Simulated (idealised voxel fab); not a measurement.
process module | voxel spacer lines
cross-section cut | 165 nm wide | cells 5 nm
A cross-section is a grid of square cells, given in bands from the top down. A band is one or more rows of cells.
Each band's line starts with the height of the band's top and of its bottom, in nm. Then come its materials from left to right, each with its width in nm. One material with "throughout" fills the band from edge to edge. "air" is empty space.
Height 0 is the level under which the wafer as received is all one material. The lowest band goes on downwards, as in "0 down".
A width such as "30 to 40" changes by the same amount from each row of cells to the next, from the band's top row to its bottom row.
"no change" after a step means that no cell of the cross-section changed.
closed voids: empty space of 8 cells or more with no open way to the top, each as width x height at its distance from the left edge, in nm
after a step's settings: what the simulator itself notes on the step
overlay nm, on a step with a mask: how far to the right of its planned place the mask lay; to the left if negative
plan
1 op RECEIVE | material Si
2 op CONFORMAL_DEP | material Al2O3 | thk nm 5
3 op DIRECTIONAL_DEP | material polySi | thk nm 20
4 op DIRECTIONAL_DEP | material aC | thk nm 25
5 op PATTERN | tone cover | mask id MANDREL | material resist | width nm 20 | pitch nm 70 | thk nm 35 | overlay nm 0
6 op DIRECTIONAL_ETCH | etch materials aC | depth nm 25
7 op STRIP | etch materials resist
8 op CONFORMAL_DEP | material SiO2 | thk nm 15
9 op DIRECTIONAL_ETCH | etch materials SiO2 | depth nm 15
10 op STRIP | etch materials aC
11 op DIRECTIONAL_ETCH | etch materials polySi | depth nm 20
12 op STRIP | etch materials SiO2
as received, after step 1
  0 down: Si throughout
  closed voids: none
a wafer at the end: this start, this plan, one mistake
  25 to 5: air 20 | polySi 15 | air 25 | polySi 15 | air 15 | polySi 15 | air 25 | polySi 15 | air 20
  5 to 0: Al2O3 throughout
  0 down: Si throughout
  closed voids: none
what went wrong: step 5 ran as: op PATTERN | tone cover | mask id MANDREL | material resist | width nm 25 | pitch nm 70 | thk nm 35 | overlay nm 0
